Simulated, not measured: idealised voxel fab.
The document below concerns the process module designated voxel transistor to metal.
Square cells of 5 nm make up the cross-section cut, whose width is 190 nm.
Cross-sections here: square-cell grids, written as top-down lists of bands, a band being one or more rows of cells.
The band entry comprises the height of the band's top followed by the height of its bottom, expressed in nm, and subsequently the band's materials from left to right, each stated together with its width in nm. Where a single material is marked with the word "all across", that material fills the band from edge to edge. The word "air" represents empty space.
Heights are expressed relative to 0, this being the level below which the as-received wafer comprises one material exclusively. The lowest band is unbounded in the downward direction and is denoted as in "0 down".
A two-number width, for instance "30 to 40", indicates that the width is equal to the first number in the top row of the band and to the second number in the bottom row, and that it changes by a constant amount per row of cells.
No cell of the cross-section changed in a step that is given as "no modifications".
Entry "Tabulated closed voids" = empty spaces >= 8 cells with no open way to the top; each as width x height at distance, distance from left edge, all nm.
after a step's settings: what the simulator itself notes on the step
overlay nm: step with mask; distance mask lay right of planned place; negative value = left of planned place.
**Steps planned for the process**
- 1: RECEIVE: material Si
- 2: CONFORMAL_DEP: material SiO2, thk nm 5
- 3: CONFORMAL_DEP: material SiN, thk nm 15
- 4: PATTERN: tone cover, mask id ACTIVE, material resist, width nm 115, thk nm 20, overlay nm 0
- 5: DIRECTIONAL_ETCH: etch materials SiN, depth nm 15
- 6: DIRECTIONAL_ETCH: etch materials SiO2, depth nm 5
- 7: DIRECTIONAL_ETCH: etch materials Si, depth nm 35
- 8: STRIP: etch materials resist
- 9: FILL_DEP: material SiO2, thk nm 10
- 10: CMP: height nm 20
- 11: SELECTIVE_ETCH: etch materials SiO2, depth nm 15
- 12: STRIP: etch materials SiN
- 13: SELECTIVE_ETCH: etch materials SiO2, depth nm 5
- 14: OXIDIZE: depth nm 5
- 15: DIRECTIONAL_DEP: material polySi, thk nm 25
- 16: DIRECTIONAL_DEP: material SiCN, thk nm 15
- 17: DIRECTIONAL_DEP: material aC, thk nm 15
- 18: PATTERN: tone cover, mask id GATE, material resist, width nm 25, thk nm 30, overlay nm 0
- 19: DIRECTIONAL_ETCH: etch materials aC, depth nm 15
- 20: STRIP: etch materials resist
- 21: DIRECTIONAL_ETCH: etch materials SiCN, depth nm 25
- 22: DIRECTIONAL_ETCH: etch materials polySi, depth nm 35
- 23: STRIP: etch materials aC
- 24: CONFORMAL_DEP: material SiO2, thk nm 5
- 25: DIRECTIONAL_ETCH: etch materials SiO2, depth nm 5
- 26: CONFORMAL_DEP: material SiN, thk nm 10
- 27: DIRECTIONAL_ETCH: etch materials SiN, depth nm 10
- 28: DIRECTIONAL_ETCH: etch materials SiO2, depth nm 5
- 29: EPI: material nSi, thk nm 5
- 30: FILL_DEP: material SiO2, thk nm 10
- 31: CMP: height nm 40
- 32: DIRECTIONAL_DEP: material SiO2, thk nm 10
- 33: DIRECTIONAL_DEP: material aC, thk nm 10
- 34: PATTERN: tone open, mask id CONTACT, material resist, width nm 20, pitch nm 75, thk nm 25, overlay nm 0
- 35: DIRECTIONAL_ETCH: etch materials aC, depth nm 10
- 36: STRIP: etch materials resist
- 37: DIRECTIONAL_ETCH: etch materials SiO2, depth nm 50
- 38: STRIP: etch materials aC
- 39: CONFORMAL_DEP: material TiN, thk nm 5
- 40: FILL_DEP: material Ru, thk nm 5
- 41: CMP: height nm 50
- 42: DIRECTIONAL_DEP: material TiN, thk nm 5
- 43: DIRECTIONAL_DEP: material W, thk nm 20
- 44: MASKED_ETCH: tone cover, mask id METAL_1, width nm 20, pitch nm 75, etch materials W, depth nm 20, overlay nm 0
- 45: MASKED_ETCH: tone cover, mask id METAL_1, width nm 20, pitch nm 75, etch materials TiN, depth nm 5, overlay nm 0
- 46: FILL_DEP: material SiO2, thk nm 5
- 47: CMP: height nm 75
- 48: CONFORMAL_DEP: material SiCN, thk nm 5
- 49: DIRECTIONAL_DEP: material lowk, thk nm 35
- 50: MASKED_ETCH: tone open, mask id METAL_2, width nm 20, pitch nm 75, etch materials lowk, depth nm 20, overlay nm 0
- 51: PATTERN: tone open, mask id METAL_2_HOLES, material resist, width nm 15, pitch nm 75, thk nm 15, overlay nm 0
- 52: DIRECTIONAL_ETCH: etch materials lowk, depth nm 15
- 53: DIRECTIONAL_ETCH: etch materials SiCN, depth nm 5
- 54: STRIP: etch materials resist
- 55: CONFORMAL_DEP: material TiN, thk nm 5
- 56: FILL_DEP: material Ru, thk nm 10
- 57: CMP: height nm 115
- 58: CONFORMAL_DEP: material SiCN, thk nm 5
**Cross-section of the incoming wafer, state after step 1**
    0 down | Si all across
    Tabulated closed voids: none
**First of two wafers at the end of the module, shown in cross-section; run carried out as planned**
    120 to 115 | SiCN all across
    115 to 100 | lowk 45 / TiN 5 / Ru 10 / TiN 5 / lowk 55 / TiN 5 / Ru 10 / TiN 5 / lowk 50
    100 to 95 | lowk 45 / TiN 5 / Ru 5 / TiN 10 / lowk 55 / TiN 5 / Ru 5 / TiN 10 / lowk 50
    95 to 80 | lowk 45 / TiN 5 / Ru 5 / TiN 5 / lowk 60 / TiN 5 / Ru 5 / TiN 5 / lowk 55
    80 to 75 | SiCN 45 / TiN 15 / SiCN 60 / TiN 15 / SiCN 55
    75 to 55 | SiO2 45 / W 20 / SiO2 55 / W 20 / SiO2 50
    55 to 50 | SiO2 45 / TiN 20 / SiO2 55 / TiN 20 / SiO2 50
    50 to 40 | SiO2 45 / TiN 5 / Ru 10 / TiN 5 / SiO2 55 / TiN 5 / Ru 10 / TiN 5 / SiO2 50
    40 to 25 | SiO2 45 / TiN 5 / Ru 10 / TiN 5 / SiN 10 / SiO2 5 / SiCN 25 / SiO2 5 / SiN 10 / TiN 5 / Ru 10 / TiN 5 / SiO2 50
    25 to 5 | SiO2 45 / TiN 5 / Ru 10 / TiN 5 / SiN 10 / SiO2 5 / polySi 25 / SiO2 5 / SiN 10 / TiN 5 / Ru 10 / TiN 5 / SiO2 50
    5 to 0 | SiO2 45 / TiN 20 / SiN 10 / SiO2 5 / polySi 25 / SiO2 5 / SiN 10 / TiN 20 / SiO2 50
    0 to -5 | SiO2 30 / nSi 35 / SiO2 55 / nSi 35 / SiO2 35
    -5 to -35 | SiO2 35 / Si 115 / SiO2 40
    -35 down | Si all across
    Tabulated closed voids: none
**Second wafer cross-section at end of module - shared start and plan with the first, one mistake in the run**
    120 to 115 | SiCN all across
    115 to 105 | lowk 45 / TiN 5 / Ru 15 / TiN 5 / lowk 50 / TiN 5 / Ru 15 / TiN 5 / lowk 45
    105 to 100 | lowk 45 / TiN 10 / Ru 10 / TiN 5 / lowk 50 / TiN 10 / Ru 10 / TiN 5 / lowk 45
    100 to 95 | lowk 50 / TiN 20 / lowk 55 / TiN 20 / lowk 45
    95 to 80 | lowk 50 / TiN 10 / lowk 65 / TiN 10 / lowk 55
    80 to 75 | SiCN 50 / TiN 10 / SiCN 65 / TiN 10 / SiCN 55
    75 to 55 | SiO2 45 / W 20 / SiO2 55 / W 20 / SiO2 50
    55 to 50 | SiO2 45 / TiN 20 / SiO2 55 / TiN 20 / SiO2 50
    50 to 40 | SiO2 45 / TiN 5 / Ru 10 / TiN 5 / SiO2 55 / TiN 5 / Ru 10 / TiN 5 / SiO2 50
    40 to 25 | SiO2 45 / TiN 5 / Ru 10 / TiN 5 / SiN 10 / SiO2 5 / SiCN 25 / SiO2 5 / SiN 10 / TiN 5 / Ru 10 / TiN 5 / SiO2 50
    25 to 5 | SiO2 45 / TiN 5 / Ru 10 / TiN 5 / SiN 10 / SiO2 5 / polySi 25 / SiO2 5 / SiN 10 / TiN 5 / Ru 10 / TiN 5 / SiO2 50
    5 to 0 | SiO2 45 / TiN 20 / SiN 10 / SiO2 5 / polySi 25 / SiO2 5 / SiN 10 / TiN 20 / SiO2 50
    0 to -5 | SiO2 30 / nSi 35 / SiO2 55 / nSi 35 / SiO2 35
    -5 to -35 | SiO2 35 / Si 115 / SiO2 40
    -35 down | Si all across
    Tabulated closed voids: none
What went wrong in running the wafer? step 50 was not run as planned; what actually ran was MASKED_ETCH: tone open, mask id METAL_2, width nm 20, pitch nm 75, etch materials lowk, depth nm 20, overlay nm 5
Looking at both finished wafers in cells, the second ends up ahead of or behind the first on some materials: Ru -4, SiCN +2, TiN +2
